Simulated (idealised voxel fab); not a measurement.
The name of this process module is voxel ribs on slabs.
Cross-section cut: width 275 nm, square cells of 5 nm.
Throughout this document, each cross-section is represented as a grid of square cells and is presented as a sequence of bands enumerated from the top downward, where a band comprises one or more rows of cells.
What a band's entry tells you: where the top is and where the bottom is, as heights in nm, and after that what lies inside, material by material from left to right, each with its width in nm. Empty space is written as the word "empty", and a single material marked with the word "edge to edge" occupies the band from edge to edge.
Convention: height 0 is the level below which the wafer, as received, is all one material. The lowest band does not terminate at the bottom but continues downward, represented as "0..down".
So if you see something like "30->40" for the width, read it as the top row of the band sitting at the first number and the bottom row at the second, with every row in between moving by the same amount as the last.
Given "nothing was modified" for a step, no cell of the cross-section differs between before and after that step.
"Closed void list" enumerates empty spaces isolated from the top, with no open way to it, that contain at least 8 cells, giving each as width x height at distance from the left edge, all three in nm.
On a step's line, text after the settings is the simulator commenting on that step.
overlay nm: how far to the right of its planned place the mask lay on this masked step (negative: to the left).
Reading key. Pairs: pre-step and post-step cross-section, one process step apart; post-step view only to lowest changed band. Step between + settings: beneath pair. Runs: pairs may be from different runs of this module, same starting wafer. Continuation from pair above: only where "Prior to processing" entry says.

# Prior to processing
* 0..down  Si edge to edge
* Closed void list: none

# Cut View, Post-Step
* 30..0  SiO2 edge to edge
* All layers under 0 are left as they were.
* Closed void list: none
Between before and after above, the operation and settings are DIRECTIONAL_DEP [material SiO2] [thk nm 30]

Prior to processing: after-state, pair directly above.

# Cut View, Post-Step
* 55..30  SiN edge to edge
* All layers under 30 are left as they were.
* Closed void list: none
Between before and after above, the operation and settings are DIRECTIONAL_DEP [material SiN] [thk nm 25]

Prior to processing: after-state, pair directly above.

# Cut View, Post-Step
* 75..55  120 nm empty / 30 nm resist / 125 nm empty
* All layers under 55 are left as they were.
* Closed void list: none
Between before and after above, the operation and settings are PATTERN [tone cover] [mask id RIB] [material resist] [width nm 30] [thk nm 20] [overlay nm 0]

Prior to processing: after-state, pair directly above.

# Cut View, Post-Step
* 75..55  120 nm empty / 30 nm resist / 125 nm empty
* 55..45  120 nm empty / 30 nm SiN / 125 nm empty
* All layers under 45 are left as they were.
* Closed void list: none
Between before and after above, the operation and settings are DIRECTIONAL_ETCH [etch materials SiN] [depth nm 10]

Prior to processing: after-state, pair directly above.

# Cut View, Post-Step
* 55..45  120 nm empty / 30 nm SiN / 125 nm empty
* All layers under 45 are left as they were.
* Closed void list: none
Between before and after above, the operation and settings are STRIP [etch materials resist]

Prior to processing: after-state, pair directly above.

# Cut View, Post-Step
* 65..55  120 nm empty / 30 nm aC / 125 nm empty
* 55..45  120 nm aC / 30 nm SiN / 125 nm aC
* All layers under 45 are left as they were.
* Closed void list: none
Between before and after above, the operation and settings are DIRECTIONAL_DEP [material aC] [thk nm 10]

Prior to processing: after-state, pair directly above.

# Cut View, Post-Step
* 95..65  105 nm empty / 60 nm resist / 110 nm empty
* 65..55  105 nm empty / 15 nm resist / 30 nm aC / 15 nm resist / 110 nm empty
* All layers under 55 are left as they were.
* Closed void list: none
Between before and after above, the operation and settings are PATTERN [tone cover] [mask id SLAB] [material resist] [width nm 60] [thk nm 30] [overlay nm 0]

Prior to processing: after-state, pair directly above.

# Cut View, Post-Step
* 85..65  105 nm empty / 60 nm resist / 110 nm empty
* 65..55  105 nm empty / 15 nm resist / 30 nm aC / 15 nm resist / 110 nm empty
* 55..45  105 nm empty / 15 nm aC / 30 nm SiN / 15 nm aC / 110 nm empty
* All layers under 45 are left as they were.
* Closed void list: none
Between before and after above, the operation and settings are DIRECTIONAL_ETCH [etch materials aC] [depth nm 10]

Prior to processing: after-state, pair directly above.

# Cut View, Post-Step
* 65..55  120 nm empty / 30 nm aC / 125 nm empty
* All layers under 55 are left as they were.
* Closed void list: none
Between before and after above, the operation and settings are STRIP [etch materials resist]

Prior to processing: after-state, pair directly above.

# Cut View, Post-Step
* 65..55  120 nm empty / 30 nm aC / 125 nm empty
* 55..45  105 nm empty / 15 nm aC / 30 nm SiN / 15 nm aC / 110 nm empty
* 45..30  105 nm empty / 60 nm SiN / 110 nm empty
* All layers under 30 are left as they were.
* Closed void list: none
Between before and after above, the operation and settings are DIRECTIONAL_ETCH [etch materials SiN] [depth nm 15]

Prior to processing: after-state, pair directly above.

# Cut View, Post-Step
* 55..45  120 nm empty / 30 nm SiN / 125 nm empty
* All layers under 45 are left as they were.
* Closed void list: none
Between before and after above, the operation and settings are STRIP [etch materials aC]

Prior to processing: after-state, pair directly above.

# Cut View, Post-Step
* 75..55  SiO2 edge to edge
* 55..45  120 nm SiO2 / 30 nm SiN / 125 nm SiO2
* 45..30  105 nm SiO2 / 60 nm SiN / 110 nm SiO2
* All layers under 30 are left as they were.
* Closed void list: none
Between before and after above, the operation and settings are FILL_DEP [material SiO2] [thk nm 20]

Prior to processing: after-state, pair directly above.

# Cut View, Post-Step
* 70..55  SiO2 edge to edge
* All layers under 55 are left as they were.
* Closed void list: none
Between before and after above, the operation and settings are CMP [height nm 70]

Prior to processing: after-state, pair directly above.

# Cut View, Post-Step
* 80..70  TiN edge to edge
* All layers under 70 are left as they were.
* Closed void list: none
Between before and after above, the operation and settings are DIRECTIONAL_DEP [material TiN] [thk nm 10]

Prior to processing: after-state, pair directly above.

# Cut View, Post-Step
* 95..80  aC edge to edge
* All layers under 80 are left as they were.
* Closed void list: none
Between before and after above, the operation and settings are DIRECTIONAL_DEP [material aC] [thk nm 15]

Prior to processing: after-state, pair directly above.

# Cut View, Post-Step
* 130..95  115 nm empty / 40 nm resist / 120 nm empty
* All layers under 95 are left as they were.
* Closed void list: none
Between before and after above, the operation and settings are PATTERN [tone cover] [mask id HEATER] [material resist] [width nm 40] [thk nm 35] [overlay nm 0]

Prior to processing: after-state, pair directly above.

# Cut View, Post-Step
* 115..95  115 nm empty / 40 nm resist / 120 nm empty
* 95..80  115 nm empty / 40 nm aC / 120 nm empty
* All layers under 80 are left as they were.
* Closed void list: none
Between before and after above, the operation and settings are DIRECTIONAL_ETCH [etch materials aC] [depth nm 15]

Prior to processing: after-state, pair directly above.

# Cut View, Post-Step
* 95..80  115 nm empty / 40 nm aC / 120 nm empty
* All layers under 80 are left as they were.
* Closed void list: none
Between before and after above, the operation and settings are STRIP [etch materials resist]

Prior to processing: after-state, pair directly above.

# Cut View, Post-Step
* 95..80  115 nm empty / 40 nm aC / 120 nm empty
* 80..70  115 nm empty / 40 nm TiN / 120 nm empty
* All layers under 70 are left as they were.
* Closed void list: none
Between before and after above, the operation and settings are DIRECTIONAL_ETCH [etch materials TiN] [depth nm 10]

Prior to processing: after-state, pair directly above.

# Cut View, Post-Step
* 80..70  115 nm empty / 40 nm TiN / 120 nm empty
* All layers under 70 are left as they were.
* Closed void list: none
Between before and after above, the operation and settings are STRIP [etch materials aC]

Prior to processing: after-state, pair directly above.

# Cut View, Post-Step
* 85..80  110 nm empty / 50 nm SiO2 / 115 nm empty
* 80..75  110 nm empty / 5 nm SiO2 / 40 nm TiN / 5 nm SiO2 / 115 nm empty
* 75..70  115 nm SiO2 / 40 nm TiN / 120 nm SiO2
* All layers under 70 are left as they were.
* Closed void list: none
Between before and after above, the operation and settings are CONFORMAL_DEP [material SiO2] [thk nm 5]

# Prior to processing
* 55..30  SiN edge to edge
* 30..0  SiO2 edge to edge
* 0..down  Si edge to edge
* Closed void list: none

# Cut View, Post-Step
* 80..30  SiN edge to edge
* All layers under 30 are left as they were.
* Closed void list: none
Between before and after above, the operation and settings are DIRECTIONAL_DEP [material SiN] [thk nm 25]

Prior to processing: after-state, pair directly above.

# Cut View, Post-Step
* 100..80  120 nm empty / 30 nm resist / 125 nm empty
* All layers under 80 are left as they were.
* Closed void list: none
Between before and after above, the operation and settings are PATTERN [tone cover] [mask id RIB] [material resist] [width nm 30] [thk nm 20] [overlay nm 0]

Prior to processing: after-state, pair directly above.

# Cut View, Post-Step
* 100..80  120 nm empty / 30 nm resist / 125 nm empty
* 80..70  120 nm empty / 30 nm SiN / 125 nm empty
* All layers under 70 are left as they were.
* Closed void list: none
Between before and after above, the operation and settings are DIRECTIONAL_ETCH [etch materials SiN] [depth nm 10]

Prior to processing: after-state, pair directly above.

# Cut View, Post-Step
* 80..70  120 nm empty / 30 nm SiN / 125 nm empty
* All layers under 70 are left as they were.
* Closed void list: none
Between before and after above, the operation and settings are STRIP [etch materials resist]

Prior to processing: after-state, pair directly above.

# Cut View, Post-Step
* 90..80  120 nm empty / 30 nm aC / 125 nm empty
* 80..70  120 nm aC / 30 nm SiN / 125 nm aC
* All layers under 70 are left as they were.
* Closed void list: none
Between before and after above, the operation and settings are DIRECTIONAL_DEP [material aC] [thk nm 10]

Prior to processing: after-state, pair directly above.

# Cut View, Post-Step
* 120..90  105 nm empty / 60 nm resist / 110 nm empty
* 90..80  105 nm empty / 15 nm resist / 30 nm aC / 15 nm resist / 110 nm empty
* All layers under 80 are left as they were.
* Closed void list: none
Between before and after above, the operation and settings are PATTERN [tone cover] [mask id SLAB] [material resist] [width nm 60] [thk nm 30] [overlay nm 0]

Prior to processing: after-state, pair directly above.

# Cut View, Post-Step
* 110..90  105 nm empty / 60 nm resist / 110 nm empty
* 90..80  105 nm empty / 15 nm resist / 30 nm aC / 15 nm resist / 110 nm empty
* 80..70  105 nm empty / 15 nm aC / 30 nm SiN / 15 nm aC / 110 nm empty
* All layers under 70 are left as they were.
* Closed void list: none
Between before and after above, the operation and settings are DIRECTIONAL_ETCH [etch materials aC] [depth nm 10]

Prior to processing: after-state, pair directly above.

# Cut View, Post-Step
* 90..80  120 nm empty / 30 nm aC / 125 nm empty
* All layers under 80 are left as they were.
* Closed void list: none
Between before and after above, the operation and settings are STRIP [etch materials resist]

Prior to processing: after-state, pair directly above.

# Cut View, Post-Step
* 90..80  120 nm empty / 30 nm aC / 125 nm empty
* 80..70  105 nm empty / 15 nm aC / 30 nm SiN / 15 nm aC / 110 nm empty
* 70..55  105 nm empty / 60 nm SiN / 110 nm empty
* All layers under 55 are left as they were.
* Closed void list: none
Between before and after above, the operation and settings are DIRECTIONAL_ETCH [etch materials SiN] [depth nm 15]

Prior to processing: after-state, pair directly above.

# Cut View, Post-Step
* 80..70  120 nm empty / 30 nm SiN / 125 nm empty
* All layers under 70 are left as they were.
* Closed void list: none
Between before and after above, the operation and settings are STRIP [etch materials aC]

Prior to processing: after-state, pair directly above.

# Cut View, Post-Step
* 100..80  SiO2 edge to edge
* 80..70  120 nm SiO2 / 30 nm SiN / 125 nm SiO2
* 70..55  105 nm SiO2 / 60 nm SiN / 110 nm SiO2
* All layers under 55 are left as they were.
* Closed void list: none
Between before and after above, the operation and settings are FILL_DEP [material SiO2] [thk nm 20]

Prior to processing: after-state, pair directly above.

# Cut View, Post-Step
* 70..55  105 nm SiO2 / 60 nm SiN / 110 nm SiO2
* All layers under 55 are left as they were.
* Closed void list: none
Between before and after above, the operation and settings are CMP [height nm 70]

Prior to processing: after-state, pair directly above.

# Cut View, Post-Step
* 80..70  TiN edge to edge
* All layers under 70 are left as they were.
* Closed void list: none
Between before and after above, the operation and settings are DIRECTIONAL_DEP [material TiN] [thk nm 10]

Prior to processing: after-state, pair directly above.

# Cut View, Post-Step
* 95..80  aC edge to edge
* All layers under 80 are left as they were.
* Closed void list: none
Between before and after above, the operation and settings are DIRECTIONAL_DEP [material aC] [thk nm 15]

Prior to processing: after-state, pair directly above.

# Cut View, Post-Step
* 130..95  115 nm empty / 40 nm resist / 120 nm empty
* All layers under 95 are left as they were.
* Closed void list: none
Between before and after above, the operation and settings are PATTERN [tone cover] [mask id HEATER] [material resist] [width nm 40] [thk nm 35] [overlay nm 0]

Prior to processing: after-state, pair directly above.

# Cut View, Post-Step
* 115..95  115 nm empty / 40 nm resist / 120 nm empty
* 95..80  115 nm empty / 40 nm aC / 120 nm empty
* All layers under 80 are left as they were.
* Closed void list: none
Between before and after above, the operation and settings are DIRECTIONAL_ETCH [etch materials aC] [depth nm 15]

Prior to processing: after-state, pair directly above.

# Cut View, Post-Step
* 95..80  115 nm empty / 40 nm aC / 120 nm empty
* All layers under 80 are left as they were.
* Closed void list: none
Between before and after above, the operation and settings are STRIP [etch materials resist]

Prior to processing: after-state, pair directly above.

# Cut View, Post-Step
* 95..80  115 nm empty / 40 nm aC / 120 nm empty
* 80..70  115 nm empty / 40 nm TiN / 120 nm empty
* All layers under 70 are left as they were.
* Closed void list: none
Between before and after above, the operation and settings are DIRECTIONAL_ETCH [etch materials TiN] [depth nm 10]

Prior to processing: after-state, pair directly above.

# Cut View, Post-Step
* 80..70  115 nm empty / 40 nm TiN / 120 nm empty
* All layers under 70 are left as they were.
* Closed void list: none
Between before and after above, the operation and settings are STRIP [etch materials aC]

Prior to processing: after-state, pair directly above.

# Cut View, Post-Step
* 85..80  110 nm empty / 50 nm SiO2 / 115 nm empty
* 80..75  110 nm empty / 5 nm SiO2 / 40 nm TiN / 5 nm SiO2 / 115 nm empty
* 75..70  115 nm SiO2 / 40 nm TiN / 120 nm SiO2
* All layers under 70 are left as they were.
* Closed void list: none
Between before and after above, the operation and settings are CONFORMAL_DEP [material SiO2] [thk nm 5]

# Prior to processing
* 0..down  Si edge to edge
* Closed void list: none

# Cut View, Post-Step
* 25..0  SiN edge to edge
* All layers under 0 are left as they were.
* Closed void list: none
Between before and after above, the operation and settings are DIRECTIONAL_DEP [material SiN] [thk nm 25]

Prior to processing: after-state, pair directly above.

# Cut View, Post-Step
* 55..25  SiO2 edge to edge
* All layers under 25 are left as they were.
* Closed void list: none
Between before and after above, the operation and settings are DIRECTIONAL_DEP [material SiO2] [thk nm 30]

Prior to processing: after-state, pair directly above.

# Cut View, Post-Step
* 75..55  120 nm empty / 30 nm resist / 125 nm empty
* All layers under 55 are left as they were.
* Closed void list: none
Between before and after above, the operation and settings are PATTERN [tone cover] [mask id RIB] [material resist] [width nm 30] [thk nm 20] [overlay nm 0]

Prior to processing: after-state, pair directly above.

# Cut View, Post-Step
* 55..25  SiO2 edge to edge
* All layers under 25 are left as they were.
* Closed void list: none
Between before and after above, the operation and settings are STRIP [etch materials resist]

Prior to processing: after-state, pair directly above.

# Cut View, Post-Step
* 65..55  aC edge to edge
* All layers under 55 are left as they were.
* Closed void list: none
Between before and after above, the operation and settings are DIRECTIONAL_DEP [material aC] [thk nm 10]

Prior to processing: after-state, pair directly above.

# Cut View, Post-Step
* 95..65  105 nm empty / 60 nm resist / 110 nm empty
* All layers under 65 are left as they were.
* Closed void list: none
Between before and after above, the operation and settings are PATTERN [tone cover] [mask id SLAB] [material resist] [width nm 60] [thk nm 30] [overlay nm 0]

Prior to processing: after-state, pair directly above.

# Cut View, Post-Step
* 85..65  105 nm empty / 60 nm resist / 110 nm empty
* 65..55  105 nm empty / 60 nm aC / 110 nm empty
* All layers under 55 are left as they were.
* Closed void list: none
Between before and after above, the operation and settings are DIRECTIONAL_ETCH [etch materials aC] [depth nm 10]

Prior to processing: after-state, pair directly above.

# Cut View, Post-Step
* 65..55  105 nm empty / 60 nm aC / 110 nm empty
* All layers under 55 are left as they were.
* Closed void list: none
Between before and after above, the operation and settings are STRIP [etch materials resist]

Prior to processing: after-state, pair directly above.

# Cut View, Post-Step
* 55..25  SiO2 edge to edge
* All layers under 25 are left as they were.
* Closed void list: none
Between before and after above, the operation and settings are STRIP [etch materials aC]

Prior to processing: after-state, pair directly above.

# Cut View, Post-Step
* 75..25  SiO2 edge to edge
* All layers under 25 are left as they were.
* Closed void list: none
Between before and after above, the operation and settings are FILL_DEP [material SiO2] [thk nm 20]

Prior to processing: after-state, pair directly above.

# Cut View, Post-Step
* 70..25  SiO2 edge to edge
* All layers under 25 are left as they were.
* Closed void list: none
Between before and after above, the operation and settings are CMP [height nm 70]

Prior to processing: after-state, pair directly above.

# Cut View, Post-Step
* 80..70  TiN edge to edge
* All layers under 70 are left as they were.
* Closed void list: none
Between before and after above, the operation and settings are DIRECTIONAL_DEP [material TiN] [thk nm 10]

Prior to processing: after-state, pair directly above.

# Cut View, Post-Step
* 95..80  aC edge to edge
* All layers under 80 are left as they were.
* Closed void list: none
Between before and after above, the operation and settings are DIRECTIONAL_DEP [material aC] [thk nm 15]

Prior to processing: after-state, pair directly above.

# Cut View, Post-Step
* 130..95  115 nm empty / 40 nm resist / 120 nm empty
* All layers under 95 are left as they were.
* Closed void list: none
Between before and after above, the operation and settings are PATTERN [tone cover] [mask id HEATER] [material resist] [width nm 40] [thk nm 35] [overlay nm 0]

Prior to processing: after-state, pair directly above.

# Cut View, Post-Step
* 115..95  115 nm empty / 40 nm resist / 120 nm empty
* 95..80  115 nm empty / 40 nm aC / 120 nm empty
* All layers under 80 are left as they were.
* Closed void list: none
Between before and after above, the operation and settings are DIRECTIONAL_ETCH [etch materials aC] [depth nm 15]

Prior to processing: after-state, pair directly above.

# Cut View, Post-Step
* 95..80  115 nm empty / 40 nm aC / 120 nm empty
* All layers under 80 are left as they were.
* Closed void list: none
Between before and after above, the operation and settings are STRIP [etch materials resist]

Prior to processing: after-state, pair directly above.

# Cut View, Post-Step
* 95..80  115 nm empty / 40 nm aC / 120 nm empty
* 80..70  115 nm empty / 40 nm TiN / 120 nm empty
* All layers under 70 are left as they were.
* Closed void list: none
Between before and after above, the operation and settings are DIRECTIONAL_ETCH [etch materials TiN] [depth nm 10]

Prior to processing: after-state, pair directly above.

# Cut View, Post-Step
* 80..70  115 nm empty / 40 nm TiN / 120 nm empty
* All layers under 70 are left as they were.
* Closed void list: none
Between before and after above, the operation and settings are STRIP [etch materials aC]

Prior to processing: after-state, pair directly above.

# Cut View, Post-Step
* 85..80  110 nm empty / 50 nm SiO2 / 115 nm empty
* 80..75  110 nm empty / 5 nm SiO2 / 40 nm TiN / 5 nm SiO2 / 115 nm empty
* 75..70  115 nm SiO2 / 40 nm TiN / 120 nm SiO2
* All layers under 70 are left as they were.
* Closed void list: none
Between before and after above, the operation and settings are CONFORMAL_DEP [material SiO2] [thk nm 5]

# Prior to processing
* 0..down  Si edge to edge
* Closed void list: none

# Cut View, Post-Step
* 40..0  SiO2 edge to edge
* All layers under 0 are left as they were.
* Closed void list: none
Between before and after above, the operation and settings are DIRECTIONAL_DEP [material SiO2] [thk nm 40]

Prior to processing: after-state, pair directly above.

# Cut View, Post-Step
* 65..40  SiN edge to edge
* All layers under 40 are left as they were.
* Closed void list: none
Between before and after above, the operation and settings are DIRECTIONAL_DEP [material SiN] [thk nm 25]

Prior to processing: after-state, pair directly above.

# Cut View, Post-Step
* 85..65  120 nm empty / 30 nm resist / 125 nm empty
* All layers under 65 are left as they were.
* Closed void list: none
Between before and after above, the operation and settings are PATTERN [tone cover] [mask id RIB] [material resist] [width nm 30] [thk nm 20] [overlay nm 0]

Prior to processing: after-state, pair directly above.

# Cut View, Post-Step
* 85..65  120 nm empty / 30 nm resist / 125 nm empty
* 65..55  120 nm empty / 30 nm SiN / 125 nm empty
* All layers under 55 are left as they were.
* Closed void list: none
Between before and after above, the operation and settings are DIRECTIONAL_ETCH [etch materials SiN] [depth nm 10]

Prior to processing: after-state, pair directly above.

# Cut View, Post-Step
* 65..55  120 nm empty / 30 nm SiN / 125 nm empty
* All layers under 55 are left as they were.
* Closed void list: none
Between before and after above, the operation and settings are STRIP [etch materials resist]

Prior to processing: after-state, pair directly above.

# Cut View, Post-Step
* 75..65  120 nm empty / 30 nm aC / 125 nm empty
* 65..55  120 nm aC / 30 nm SiN / 125 nm aC
* All layers under 55 are left as they were.
* Closed void list: none
Between before and after above, the operation and settings are DIRECTIONAL_DEP [material aC] [thk nm 10]

Prior to processing: after-state, pair directly above.

# Cut View, Post-Step
* 105..75  105 nm empty / 60 nm resist / 110 nm empty
* 75..65  105 nm empty / 15 nm resist / 30 nm aC / 15 nm resist / 110 nm empty
* All layers under 65 are left as they were.
* Closed void list: none
Between before and after above, the operation and settings are PATTERN [tone cover] [mask id SLAB] [material resist] [width nm 60] [thk nm 30] [overlay nm 0]

Prior to processing: after-state, pair directly above.

# Cut View, Post-Step
* 95..75  105 nm empty / 60 nm resist / 110 nm empty
* 75..65  105 nm empty / 15 nm resist / 30 nm aC / 15 nm resist / 110 nm empty
* 65..55  105 nm empty / 15 nm aC / 30 nm SiN / 15 nm aC / 110 nm empty
* All layers under 55 are left as they were.
* Closed void list: none
Between before and after above, the operation and settings are DIRECTIONAL_ETCH [etch materials aC] [depth nm 10]

Prior to processing: after-state, pair directly above.

# Cut View, Post-Step
* 75..65  120 nm empty / 30 nm aC / 125 nm empty
* All layers under 65 are left as they were.
* Closed void list: none
Between before and after above, the operation and settings are STRIP [etch materials resist]

Prior to processing: after-state, pair directly above.

# Cut View, Post-Step
* 75..65  120 nm empty / 30 nm aC / 125 nm empty
* 65..55  105 nm empty / 15 nm aC / 30 nm SiN / 15 nm aC / 110 nm empty
* 55..40  105 nm empty / 60 nm SiN / 110 nm empty
* All layers under 40 are left as they were.
* Closed void list: none
Between before and after above, the operation and settings are DIRECTIONAL_ETCH [etch materials SiN] [depth nm 15]

Prior to processing: after-state, pair directly above.

# Cut View, Post-Step
* 65..55  120 nm empty / 30 nm SiN / 125 nm empty
* All layers under 55 are left as they were.
* Closed void list: none
Between before and after above, the operation and settings are STRIP [etch materials aC]

Prior to processing: after-state, pair directly above.

# Cut View, Post-Step
* 85..65  SiO2 edge to edge
* 65..55  120 nm SiO2 / 30 nm SiN / 125 nm SiO2
* 55..40  105 nm SiO2 / 60 nm SiN / 110 nm SiO2
* All layers under 40 are left as they were.
* Closed void list: none
Between before and after above, the operation and settings are FILL_DEP [material SiO2] [thk nm 20]

Prior to processing: after-state, pair directly above.

# Cut View, Post-Step
* 70..65  SiO2 edge to edge
* All layers under 65 are left as they were.
* Closed void list: none
Between before and after above, the operation and settings are CMP [height nm 70]

Prior to processing: after-state, pair directly above.

# Cut View, Post-Step
* 80..70  TiN edge to edge
* All layers under 70 are left as they were.
* Closed void list: none
Between before and after above, the operation and settings are DIRECTIONAL_DEP [material TiN] [thk nm 10]

Prior to processing: after-state, pair directly above.

# Cut View, Post-Step
* 95..80  aC edge to edge
* All layers under 80 are left as they were.
* Closed void list: none
Between before and after above, the operation and settings are DIRECTIONAL_DEP [material aC] [thk nm 15]

Prior to processing: after-state, pair directly above.

# Cut View, Post-Step
* 130..95  115 nm empty / 40 nm resist / 120 nm empty
* All layers under 95 are left as they were.
* Closed void list: none
Between before and after above, the operation and settings are PATTERN [tone cover] [mask id HEATER] [material resist] [width nm 40] [thk nm 35] [overlay nm 0]

Prior to processing: after-state, pair directly above.

# Cut View, Post-Step
* 115..95  115 nm empty / 40 nm resist / 120 nm empty
* 95..80  115 nm empty / 40 nm aC / 120 nm empty
* All layers under 80 are left as they were.
* Closed void list: none
Between before and after above, the operation and settings are DIRECTIONAL_ETCH [etch materials aC] [depth nm 15]

Prior to processing: after-state, pair directly above.

# Cut View, Post-Step
* 95..80  115 nm empty / 40 nm aC / 120 nm empty
* All layers under 80 are left as they were.
* Closed void list: none
Between before and after above, the operation and settings are STRIP [etch materials resist]

Prior to processing: after-state, pair directly above.

# Cut View, Post-Step
* 95..80  115 nm empty / 40 nm aC / 120 nm empty
* 80..70  115 nm empty / 40 nm TiN / 120 nm empty
* All layers under 70 are left as they were.
* Closed void list: none
Between before and after above, the operation and settings are DIRECTIONAL_ETCH [etch materials TiN] [depth nm 10]

Prior to processing: after-state, pair directly above.

# Cut View, Post-Step
* 80..70  115 nm empty / 40 nm TiN / 120 nm empty
* All layers under 70 are left as they were.
* Closed void list: none
Between before and after above, the operation and settings are STRIP [etch materials aC]

Prior to processing: after-state, pair directly above.

# Cut View, Post-Step
* 85..80  110 nm empty / 50 nm SiO2 / 115 nm empty
* 80..75  110 nm empty / 5 nm SiO2 / 40 nm TiN / 5 nm SiO2 / 115 nm empty
* 75..70  115 nm SiO2 / 40 nm TiN / 120 nm SiO2
* All layers under 70 are left as they were.
* Closed void list: none
Between before and after above, the operation and settings are CONFORMAL_DEP [material SiO2] [thk nm 5]

# Prior to processing
* 95..80  aC edge to edge
* 80..70  TiN edge to edge
* 70..55  SiO2 edge to edge
* 55..45  120 nm SiO2 / 30 nm SiN / 125 nm SiO2
* 45..30  105 nm SiO2 / 60 nm SiN / 110 nm SiO2
* 30..0  SiO2 edge to edge
* 0..down  Si edge to edge
* Closed void list: none

# Cut View, Post-Step
* 130..95  120 nm empty / 35 nm resist / 120 nm empty
* All layers under 95 are left as they were.
* Closed void list: none
Between before and after above, the operation and settings are PATTERN [tone cover] [mask id HEATER] [material resist] [width nm 35] [thk nm 35] [overlay nm 0]

Prior to processing: after-state, pair directly above.

# Cut View, Post-Step
* 115..95  120 nm empty / 35 nm resist / 120 nm empty
* 95..80  120 nm empty / 35 nm aC / 120 nm empty
* All layers under 80 are left as they were.
* Closed void list: none
Between before and after above, the operation and settings are DIRECTIONAL_ETCH [etch materials aC] [depth nm 15]

Prior to processing: after-state, pair directly above.

# Cut View, Post-Step
* 95..80  120 nm empty / 35 nm aC / 120 nm empty
* All layers under 80 are left as they were.
* Closed void list: none
Between before and after above, the operation and settings are STRIP [etch materials resist]

Prior to processing: after-state, pair directly above.

# Cut View, Post-Step
* 95..80  120 nm empty / 35 nm aC / 120 nm empty
* 80..70  120 nm empty / 35 nm TiN / 120 nm empty
* All layers under 70 are left as they were.
* Closed void list: none
Between before and after above, the operation and settings are DIRECTIONAL_ETCH [etch materials TiN] [depth nm 10]

Prior to processing: after-state, pair directly above.

# Cut View, Post-Step
* 80..70  120 nm empty / 35 nm TiN / 120 nm empty
* All layers under 70 are left as they were.
* Closed void list: none
Between before and after above, the operation and settings are STRIP [etch materials aC]

Prior to processing: after-state, pair directly above.

# Cut View, Post-Step
* 85..80  115 nm empty / 45 nm SiO2 / 115 nm empty
* 80..75  115 nm empty / 5 nm SiO2 / 35 nm TiN / 5 nm SiO2 / 115 nm empty
* 75..70  120 nm SiO2 / 35 nm TiN / 120 nm SiO2
* All layers under 70 are left as they were.
* Closed void list: none
Between before and after above, the operation and settings are CONFORMAL_DEP [material SiO2] [thk nm 5]

# Prior to processing
* 65..55  120 nm empty / 30 nm aC / 125 nm empty
* 55..45  120 nm aC / 30 nm SiN / 125 nm aC
* 45..30  SiN edge to edge
* 30..0  SiO2 edge to edge
* 0..down  Si edge to edge
* Closed void list: none

# Cut View, Post-Step
* 95..65  95 nm empty / 60 nm resist / 120 nm empty
* 65..55  95 nm empty / 25 nm resist / 30 nm aC / 5 nm resist / 120 nm empty
* All layers under 55 are left as they were.
* Closed void list: none
Between before and after above, the operation and settings are PATTERN [tone cover] [mask id SLAB] [material resist] [width nm 60] [thk nm 30] [overlay nm -10]

Prior to processing: after-state, pair directly above.

# Cut View, Post-Step
* 85..65  95 nm empty / 60 nm resist / 120 nm empty
* 65..55  95 nm empty / 25 nm resist / 30 nm aC / 5 nm resist / 120 nm empty
* 55..45  95 nm empty / 25 nm aC / 30 nm SiN / 5 nm aC / 120 nm empty
* All layers under 45 are left as they were.
* Closed void list: none
Between before and after above, the operation and settings are DIRECTIONAL_ETCH [etch materials aC] [depth nm 10]

Prior to processing: after-state, pair directly above.

# Cut View, Post-Step
* 65..55  120 nm empty / 30 nm aC / 125 nm empty
* All layers under 55 are left as they were.
* Closed void list: none
Between before and after above, the operation and settings are STRIP [etch materials resist]

Prior to processing: after-state, pair directly above.

# Cut View, Post-Step
* 65..55  120 nm empty / 30 nm aC / 125 nm empty
* 55..45  95 nm empty / 25 nm aC / 30 nm SiN / 5 nm aC / 120 nm empty
* 45..30  95 nm empty / 60 nm SiN / 120 nm empty
* All layers under 30 are left as they were.
* Closed void list: none
Between before and after above, the operation and settings are DIRECTIONAL_ETCH [etch materials SiN] [depth nm 15]

Prior to processing: after-state, pair directly above.

# Cut View, Post-Step
* 55..45  120 nm empty / 30 nm SiN / 125 nm empty
* All layers under 45 are left as they were.
* Closed void list: none
Between before and after above, the operation and settings are STRIP [etch materials aC]

Prior to processing: after-state, pair directly above.

# Cut View, Post-Step
* 75..55  SiO2 edge to edge
* 55..45  120 nm SiO2 / 30 nm SiN / 125 nm SiO2
* 45..30  95 nm SiO2 / 60 nm SiN / 120 nm SiO2
* All layers under 30 are left as they were.
* Closed void list: none
Between before and after above, the operation and settings are FILL_DEP [material SiO2] [thk nm 20]

Prior to processing: after-state, pair directly above.

# Cut View, Post-Step
* 70..55  SiO2 edge to edge
* All layers under 55 are left as they were.
* Closed void list: none
Between before and after above, the operation and settings are CMP [height nm 70]

Prior to processing: after-state, pair directly above.

# Cut View, Post-Step
* 80..70  TiN edge to edge
* All layers under 70 are left as they were.
* Closed void list: none
Between before and after above, the operation and settings are DIRECTIONAL_DEP [material TiN] [thk nm 10]

Prior to processing: after-state, pair directly above.

# Cut View, Post-Step
* 95..80  aC edge to edge
* All layers under 80 are left as they were.
* Closed void list: none
Between before and after above, the operation and settings are DIRECTIONAL_DEP [material aC] [thk nm 15]

Prior to processing: after-state, pair directly above.

# Cut View, Post-Step
* 130..95  115 nm empty / 40 nm resist / 120 nm empty
* All layers under 95 are left as they were.
* Closed void list: none
Between before and after above, the operation and settings are PATTERN [tone cover] [mask id HEATER] [material resist] [width nm 40] [thk nm 35] [overlay nm 0]

Prior to processing: after-state, pair directly above.

# Cut View, Post-Step
* 115..95  115 nm empty / 40 nm resist / 120 nm empty
* 95..80  115 nm empty / 40 nm aC / 120 nm empty
* All layers under 80 are left as they were.
* Closed void list: none
Between before and after above, the operation and settings are DIRECTIONAL_ETCH [etch materials aC] [depth nm 15]

Prior to processing: after-state, pair directly above.

# Cut View, Post-Step
* 95..80  115 nm empty / 40 nm aC / 120 nm empty
* All layers under 80 are left as they were.
* Closed void list: none
Between before and after above, the operation and settings are STRIP [etch materials resist]

Prior to processing: after-state, pair directly above.

# Cut View, Post-Step
* 95..80  115 nm empty / 40 nm aC / 120 nm empty
* 80..70  115 nm empty / 40 nm TiN / 120 nm empty
* All layers under 70 are left as they were.
* Closed void list: none
Between before and after above, the operation and settings are DIRECTIONAL_ETCH [etch materials TiN] [depth nm 10]
